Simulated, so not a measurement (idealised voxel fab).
process module | voxel capacitor over wiring
The figure presents cross-section cut, which has a width of 195 nm and is divided into square cells with an edge length of 5 nm.
We lay out every cross-section as a grid of square cells and spell it out in bands from the top down, where one band means one or more rows of cells.
A band entry consists of two parts. The first gives the height of the band's top and the height of its bottom, in nm. The rest lists the band's materials from left to right, each with its width in nm. A single material labelled with the word "full width" fills the band from edge to edge, and the word "air" marks empty space.
Heights are measured from 0, the level below which the as-received wafer is all one material; the lowest band has no bottom and continues downward, written as in "0 nm and below".
A width such as "30..40" changes by the same amount from each row of cells to the next, from the band's top row to its bottom row.
"no alterations made" for a step: no cell of the cross-section changed in that step.
Entry "Fully sealed voids" = empty spaces >= 8 cells with no open way to the top; each as width x height at distance, distance from left edge, all nm.
Past the settings on a step's line: simulator remark, on that step.
Each step line may optionally specify "overlay nm", which for a step with a mask gives the rightward distance between the mask's planned place and where it lay, a negative value indicating the leftward direction.
Intended process steps:
- 1: RECEIVE with material Si
- 2: CONFORMAL_DEP with material SiO2, thk nm 15
- 3: DIRECTIONAL_DEP with material TiN, thk nm 5
- 4: DIRECTIONAL_DEP with material W, thk nm 15
- 5: DIRECTIONAL_DEP with material aC, thk nm 15
- 6: PATTERN with tone cover, mask id METAL_1, material resist, width nm 20, pitch nm 75, thk nm 35, overlay nm 0
- 7: DIRECTIONAL_ETCH with etch materials aC, depth nm 15
- 8: STRIP with etch materials resist
- 9: DIRECTIONAL_ETCH with etch materials W, depth nm 15
- 10: DIRECTIONAL_ETCH with etch materials TiN, depth nm 5
- 11: STRIP with etch materials aC
- 12: CONFORMAL_DEP with material SiCN, thk nm 5
- 13: FILL_DEP with material lowk, thk nm 5
- 14: CMP with height nm 35
- 15: CONFORMAL_DEP with material SiCN, thk nm 5
- 16: DIRECTIONAL_DEP with material lowk, thk nm 10
- 17: DIRECTIONAL_DEP with material aC, thk nm 15
- 18: PATTERN with tone open, mask id PLUG_1, material resist, width nm 15, thk nm 35, overlay nm 0
- 19: DIRECTIONAL_ETCH with etch materials aC, depth nm 15
- 20: STRIP with etch materials resist
- 21: DIRECTIONAL_ETCH with etch materials lowk, depth nm 10
- 22: DIRECTIONAL_ETCH with etch materials SiCN, depth nm 5
- 23: STRIP with etch materials aC
- 24: EPI with material Ru, thk nm 10
- 25: EPI with material Ru, thk nm 5
- 26: DIRECTIONAL_DEP with material TiN, thk nm 5
- 27: DIRECTIONAL_DEP with material Al2O3, thk nm 5
- 28: DIRECTIONAL_DEP with material TiN, thk nm 10
- 29: MASKED_ETCH with tone cover, mask id UPPER_PLATE, width nm 60, etch materials TiN, depth nm 10, overlay nm 0
- 30: MASKED_ETCH with tone cover, mask id UPPER_PLATE, width nm 60, etch materials Al2O3, depth nm 5, overlay nm 0
- 31: DIRECTIONAL_DEP with material aC, thk nm 15
- 32: PATTERN with tone cover, mask id LOWER_PLATE, material resist, width nm 70, thk nm 30, overlay nm 0
- 33: DIRECTIONAL_ETCH with etch materials aC, depth nm 15
- 34: STRIP with etch materials resist
- 35: DIRECTIONAL_ETCH with etch materials TiN, depth nm 5
- 36: STRIP with etch materials aC
- 37: FILL_DEP with material SiO2, thk nm 20
- 38: CMP with height nm 85
- 39: MASKED_ETCH with tone open, mask id PLUG_2, width nm 15, etch materials SiO2, depth nm 15, overlay nm 0
- 40: CONFORMAL_DEP with material TiN, thk nm 5
- 41: FILL_DEP with material Cu, thk nm 5
- 42: CMP with height nm 85
- 43: CONFORMAL_DEP with material SiCN, thk nm 5
Cross-section of the wafer upon arrival, representing the state reached after step 1:
- 0 nm and below | Si full width
- Fully sealed voids: none
A wafer at the end: this start, this plan, one mistake:
- 90 nm to 85 nm | SiCN full width
- 85 nm to 75 nm | SiO2 65 / TiN 5 / Cu 5 / TiN 5 / SiO2 115
- 75 nm to 65 nm | SiO2 65..70 / TiN 15..45 / SiO2 115..80
- 65 nm to 60 nm | SiO2 55 / TiN 60 / SiO2 80
- 60 nm to 55 nm | SiO2 55 / TiN 15 / Al2O3 45 / SiO2 80
- 55 nm to 50 nm | SiO2 50 / TiN 5 / Al2O3 15 / TiN 50 / SiO2 75
- 50 nm to 45 nm | SiCN 55 / TiN 15 / SiCN 125
- 45 nm to 35 nm | lowk full width
- 35 nm to 20 nm | lowk 45 / SiCN 5 / W 20 / SiCN 5 / lowk 45 / SiCN 5 / W 20 / SiCN 5 / lowk 45
- 20 nm to 15 nm | SiCN 50 / TiN 20 / SiCN 55 / TiN 20 / SiCN 50
- 15 nm to 0 nm | SiO2 full width
- 0 nm and below | Si full width
- Fully sealed voids: none
Short version of what went wrong: sequence error: steps 15 and 16 interchanged
